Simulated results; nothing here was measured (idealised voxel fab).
Process module, titled voxel capacitor over wiring
We display cut, a cross-section 245 nm in width whose square cells are each 5 nm.
Just so we're on the same page, the cross-sections are grids of square cells, and they're listed out in bands top to bottom, each band one or more rows deep.
It is stipulated that each band's entry specify, in nanometres, the height of the top of the band and then that of its bottom, followed by the materials of the band in left-to-right sequence, each together with its width in nanometres. A single material marked by the word "all across" is understood to fill the band from edge to edge; the word "empty" is understood to denote empty space.
All heights in this document are referenced to 0, defined as the level beneath which the wafer, as received, consists entirely of one material. The lowest band is not bounded below; it extends indefinitely downward and is written in the form "0 down".
A width such as "30 to 40" changes by the same amount from each row of cells to the next, from the band's top row to its bottom row.
No cell of the cross-section changed in a step that is given as "nothing was modified".
Heads up: "Enclosed internal cavities" only lists the empty pockets with no open path to the top that are 8 cells or more, and it writes them as width x height at distance, distance from the left edge, in nm.
Formally, on a step line, whatever follows the settings is a remark that the simulator itself makes on the step.
On any step carrying a mask, the "overlay nm" setting, if present on the step's line, tells how far right of its planned place the mask lay; negative values point to the left.
## plan
1,RECEIVE (material Si)
2,CONFORMAL_DEP (material SiO2; thk nm 15)
3,DIRECTIONAL_DEP (material TiN; thk nm 5)
4,DIRECTIONAL_DEP (material W; thk nm 20)
5,DIRECTIONAL_DEP (material aC; thk nm 15)
6,PATTERN (tone cover; mask id METAL_1; material resist; width nm 30; pitch nm 90; thk nm 35; overlay nm 0)
7,DIRECTIONAL_ETCH (etch materials aC; depth nm 15)
8,STRIP (etch materials resist)
9,DIRECTIONAL_ETCH (etch materials W; depth nm 20)
10,DIRECTIONAL_ETCH (etch materials TiN; depth nm 5)
11,STRIP (etch materials aC)
12,FILL_DEP (material lowk; thk nm 5)
13,CMP (height nm 40)
14,CONFORMAL_DEP (material SiCN; thk nm 5)
15,DIRECTIONAL_DEP (material lowk; thk nm 10)
16,DIRECTIONAL_DEP (material aC; thk nm 10)
17,PATTERN (tone open; mask id PLUG_1; material resist; width nm 15; thk nm 25; overlay nm 0)
18,DIRECTIONAL_ETCH (etch materials aC; depth nm 10)
19,STRIP (etch materials resist)
20,DIRECTIONAL_ETCH (etch materials lowk; depth nm 10)
21,DIRECTIONAL_ETCH (etch materials SiCN; depth nm 5)
22,STRIP (etch materials aC)
23,EPI (material Ru; thk nm 10)
24,EPI (material Ru; thk nm 5)
25,DIRECTIONAL_DEP (material TiN; thk nm 5)
26,DIRECTIONAL_DEP (material Al2O3; thk nm 5)
27,DIRECTIONAL_DEP (material TiN; thk nm 5)
28,PATTERN (tone cover; mask id UPPER_PLATE; material resist; width nm 65; thk nm 15; overlay nm 0)
29,DIRECTIONAL_ETCH (etch materials TiN; depth nm 5)
30,DIRECTIONAL_ETCH (etch materials Al2O3; depth nm 5)
31,STRIP (etch materials resist)
32,DIRECTIONAL_DEP (material aC; thk nm 10)
33,PATTERN (tone cover; mask id LOWER_PLATE; material resist; width nm 75; thk nm 30; overlay nm 0)
34,DIRECTIONAL_ETCH (etch materials aC; depth nm 10)
35,STRIP (etch materials resist)
36,DIRECTIONAL_ETCH (etch materials TiN; depth nm 5)
37,STRIP (etch materials aC)
38,FILL_DEP (material SiO2; thk nm 15)
39,CMP (height nm 80)
40,PATTERN (tone open; mask id PLUG_2; material resist; width nm 15; thk nm 15; overlay nm 0)
41,DIRECTIONAL_ETCH (etch materials SiO2; depth nm 10)
42,STRIP (etch materials resist)
43,CONFORMAL_DEP (material TiN; thk nm 5)
44,FILL_DEP (material Cu; thk nm 10)
45,CMP (height nm 80)
46,CONFORMAL_DEP (material SiN; thk nm 5)
## On the first of the two wafers: run conducted according to plan
## Wafer cross-section on receipt, i.e. after step 1
> 0 down | Si all across
> Enclosed internal cavities: none
## The following cross-section depicts the wafer upon completion of step 2
> 15 to 0 | SiO2 all across
> No changes below 0.
## The following cross-section depicts the wafer upon completion of step 3
> 20 to 15 | TiN all across
> No changes below 15.
## The following cross-section depicts the wafer upon completion of step 4
> 40 to 20 | W all across
> No changes below 20.
## The following cross-section depicts the wafer upon completion of step 5
> 55 to 40 | aC all across
> No changes below 40.
## The following cross-section depicts the wafer upon completion of step 6
> 90 to 55 | empty (60)  resist (30)  empty (60)  resist (30)  empty (65)
> No changes below 55.
## The following cross-section depicts the wafer upon completion of step 7
> 75 to 55 | empty (60)  resist (30)  empty (60)  resist (30)  empty (65)
> 55 to 40 | empty (60)  aC (30)  empty (60)  aC (30)  empty (65)
> No changes below 40.
## The following cross-section depicts the wafer upon completion of step 8
> 55 to 40 | empty (60)  aC (30)  empty (60)  aC (30)  empty (65)
> No changes below 40.
## The following cross-section depicts the wafer upon completion of step 9
> 55 to 40 | empty (60)  aC (30)  empty (60)  aC (30)  empty (65)
> 40 to 20 | empty (60)  W (30)  empty (60)  W (30)  empty (65)
> No changes below 20.
## The following cross-section depicts the wafer upon completion of step 10
> 55 to 40 | empty (60)  aC (30)  empty (60)  aC (30)  empty (65)
> 40 to 20 | empty (60)  W (30)  empty (60)  W (30)  empty (65)
> 20 to 15 | empty (60)  TiN (30)  empty (60)  TiN (30)  empty (65)
> No changes below 15.
## The following cross-section depicts the wafer upon completion of step 11
> 40 to 20 | empty (60)  W (30)  empty (60)  W (30)  empty (65)
> No changes below 20.
## The following cross-section depicts the wafer upon completion of step 12
> 45 to 40 | lowk all across
> 40 to 20 | lowk (60)  W (30)  lowk (60)  W (30)  lowk (65)
> 20 to 15 | lowk (60)  TiN (30)  lowk (60)  TiN (30)  lowk (65)
> No changes below 15.
## The following cross-section depicts the wafer upon completion of step 13
> 40 to 20 | lowk (60)  W (30)  lowk (60)  W (30)  lowk (65)
> No changes below 20.
## The following cross-section depicts the wafer upon completion of step 14
> 45 to 40 | SiCN all across
> No changes below 40.
## The following cross-section depicts the wafer upon completion of step 15
> 55 to 45 | lowk all across
> No changes below 45.
## The following cross-section depicts the wafer upon completion of step 16
> 65 to 55 | aC all across
> No changes below 55.
## The following cross-section depicts the wafer upon completion of step 17
> 90 to 65 | resist (75)  empty (15)  resist (155)
> No changes below 65.
## The following cross-section depicts the wafer upon completion of step 18
> 80 to 65 | resist (75)  empty (15)  resist (155)
> 65 to 55 | aC (75)  empty (15)  aC (155)
> No changes below 55.
## The following cross-section depicts the wafer upon completion of step 19
> 65 to 55 | aC (75)  empty (15)  aC (155)
> No changes below 55.
## The following cross-section depicts the wafer upon completion of step 20
> 65 to 55 | aC (75)  empty (15)  aC (155)
> 55 to 45 | lowk (75)  empty (15)  lowk (155)
> No changes below 45.
## The following cross-section depicts the wafer upon completion of step 21
> 65 to 55 | aC (75)  empty (15)  aC (155)
> 55 to 45 | lowk (75)  empty (15)  lowk (155)
> 45 to 40 | SiCN (75)  empty (15)  SiCN (155)
> No changes below 40.
## The following cross-section depicts the wafer upon completion of step 22
> 55 to 45 | lowk (75)  empty (15)  lowk (155)
> No changes below 45.
## The following cross-section depicts the wafer upon completion of step 23
> 55 to 50 | lowk (75)  empty (15)  lowk (155)
> 50 to 45 | lowk (75)  Ru (15)  lowk (155)
> 45 to 40 | SiCN (75)  Ru (15)  SiCN (155)
> No changes below 40.
## The following cross-section depicts the wafer upon completion of step 24
> 55 to 45 | lowk (75)  Ru (15)  lowk (155)
> No changes below 45.
## The following cross-section depicts the wafer upon completion of step 25
> 60 to 55 | TiN all across
> No changes below 55.
## The following cross-section depicts the wafer upon completion of step 26
> 65 to 60 | Al2O3 all across
> No changes below 60.
## The following cross-section depicts the wafer upon completion of step 27
> 70 to 65 | TiN all across
> No changes below 65.
## The following cross-section depicts the wafer upon completion of step 28
> 85 to 70 | empty (75)  resist (65)  empty (105)
> No changes below 70.
## The following cross-section depicts the wafer upon completion of step 29
> 85 to 70 | empty (75)  resist (65)  empty (105)
> 70 to 65 | empty (75)  TiN (65)  empty (105)
> No changes below 65.
## The following cross-section depicts the wafer upon completion of step 30
> 85 to 70 | empty (75)  resist (65)  empty (105)
> 70 to 65 | empty (75)  TiN (65)  empty (105)
> 65 to 60 | empty (75)  Al2O3 (65)  empty (105)
> No changes below 60.
## The following cross-section depicts the wafer upon completion of step 31
> 70 to 65 | empty (75)  TiN (65)  empty (105)
> No changes below 65.
## The following cross-section depicts the wafer upon completion of step 32
> 80 to 70 | empty (75)  aC (65)  empty (105)
> 70 to 65 | aC (75)  TiN (65)  aC (105)
> 65 to 60 | aC (75)  Al2O3 (65)  aC (105)
> No changes below 60.
## The following cross-section depicts the wafer upon completion of step 33
> 110 to 80 | empty (70)  resist (75)  empty (100)
> 80 to 70 | empty (70)  resist (5)  aC (65)  resist (5)  empty (100)
> No changes below 70.
## The following cross-section depicts the wafer upon completion of step 34
> 100 to 80 | empty (70)  resist (75)  empty (100)
> 80 to 70 | empty (70)  resist (5)  aC (65)  resist (5)  empty (100)
> 70 to 65 | empty (70)  aC (5)  TiN (65)  aC (5)  empty (100)
> 65 to 60 | empty (70)  aC (5)  Al2O3 (65)  aC (5)  empty (100)
> No changes below 60.
## The following cross-section depicts the wafer upon completion of step 35
> 80 to 70 | empty (75)  aC (65)  empty (105)
> No changes below 70.
## The following cross-section depicts the wafer upon completion of step 36
> 80 to 70 | empty (75)  aC (65)  empty (105)
> 70 to 65 | empty (70)  aC (5)  TiN (65)  aC (5)  empty (100)
> 65 to 60 | empty (70)  aC (5)  Al2O3 (65)  aC (5)  empty (100)
> 60 to 55 | empty (70)  TiN (75)  empty (100)
> No changes below 55.
## The following cross-section depicts the wafer upon completion of step 37
> 70 to 65 | empty (75)  TiN (65)  empty (105)
> 65 to 60 | empty (75)  Al2O3 (65)  empty (105)
> No changes below 60.
## The following cross-section depicts the wafer upon completion of step 38
> 85 to 70 | SiO2 all across
> 70 to 65 | SiO2 (75)  TiN (65)  SiO2 (105)
> 65 to 60 | SiO2 (75)  Al2O3 (65)  SiO2 (105)
> 60 to 55 | SiO2 (70)  TiN (75)  SiO2 (100)
> No changes below 55.
## The following cross-section depicts the wafer upon completion of step 39
> 80 to 70 | SiO2 all across
> No changes below 70.
## The following cross-section depicts the wafer upon completion of step 40
> 95 to 80 | resist (85)  empty (15)  resist (145)
> No changes below 80.
## The following cross-section depicts the wafer upon completion of step 41
> 95 to 80 | resist (85)  empty (15)  resist (145)
> 80 to 70 | SiO2 (85)  empty (15)  SiO2 (145)
> No changes below 70.
## The following cross-section depicts the wafer upon completion of step 42
> 80 to 70 | SiO2 (85)  empty (15)  SiO2 (145)
> No changes below 70.
## The following cross-section depicts the wafer upon completion of step 43
> 85 to 80 | TiN (90)  empty (5)  TiN (150)
> 80 to 75 | SiO2 (85)  TiN (5)  empty (5)  TiN (5)  SiO2 (145)
> 75 to 65 | SiO2 (85 to 75)  TiN (15 to 65)  SiO2 (145 to 105)
> No changes below 65.
## The following cross-section depicts the wafer upon completion of step 44
> 95 to 85 | Cu all across
> 85 to 80 | TiN (90)  Cu (5)  TiN (150)
> 80 to 75 | SiO2 (85)  TiN (5)  Cu (5)  TiN (5)  SiO2 (145)
> No changes below 75.
## The following cross-section depicts the wafer upon completion of step 45
> 80 to 75 | SiO2 (85)  TiN (5)  Cu (5)  TiN (5)  SiO2 (145)
> No changes below 75.
## The following cross-section depicts the wafer upon completion of step 46
> 85 to 80 | SiN all across
> No changes below 80.
## Wafer two: like wafer one in start and plan, but with one mistake in execution; identical up to and including step 39
## Second wafer, section view, time point: scheduled end of step 40
> 95 to 80 | resist (80)  empty (15)  resist (150)
> No changes below 80.
## Second wafer, section view, time point: scheduled end of step 41
> 95 to 80 | resist (80)  empty (15)  resist (150)
> 80 to 70 | SiO2 (80)  empty (15)  SiO2 (150)
> No changes below 70.
## Second wafer, section view, time point: scheduled end of step 42
> 80 to 70 | SiO2 (80)  empty (15)  SiO2 (150)
> No changes below 70.
## Second wafer, section view, time point: scheduled end of step 43
> 85 to 80 | TiN (85)  empty (5)  TiN (155)
> 80 to 75 | SiO2 (80)  TiN (5)  empty (5)  TiN (5)  SiO2 (150)
> 75 to 65 | SiO2 (80 to 75)  TiN (15 to 65)  SiO2 (150 to 105)
> No changes below 65.
## Second wafer, section view, time point: scheduled end of step 44
> 95 to 85 | Cu all across
> 85 to 80 | TiN (85)  Cu (5)  TiN (155)
> 80 to 75 | SiO2 (80)  TiN (5)  Cu (5)  TiN (5)  SiO2 (150)
> No changes below 75.
## Second wafer, section view, time point: scheduled end of step 45
> 80 to 75 | SiO2 (80)  TiN (5)  Cu (5)  TiN (5)  SiO2 (150)
> No changes below 75.
## Second wafer, section view, time point: scheduled end of step 46
> 85 to 80 | SiN all across
> No changes below 80.
What was done differently from what was planned? it should be noted that step 40 was executed with settings other than those planned, the operation and settings actually applied being PATTERN (tone open; mask id PLUG_2; material resist; width nm 15; thk nm 15; overlay nm -5)
By the end, you'd get the same cell count for each material on either wafer, but the second wafer puts them somewhere else.
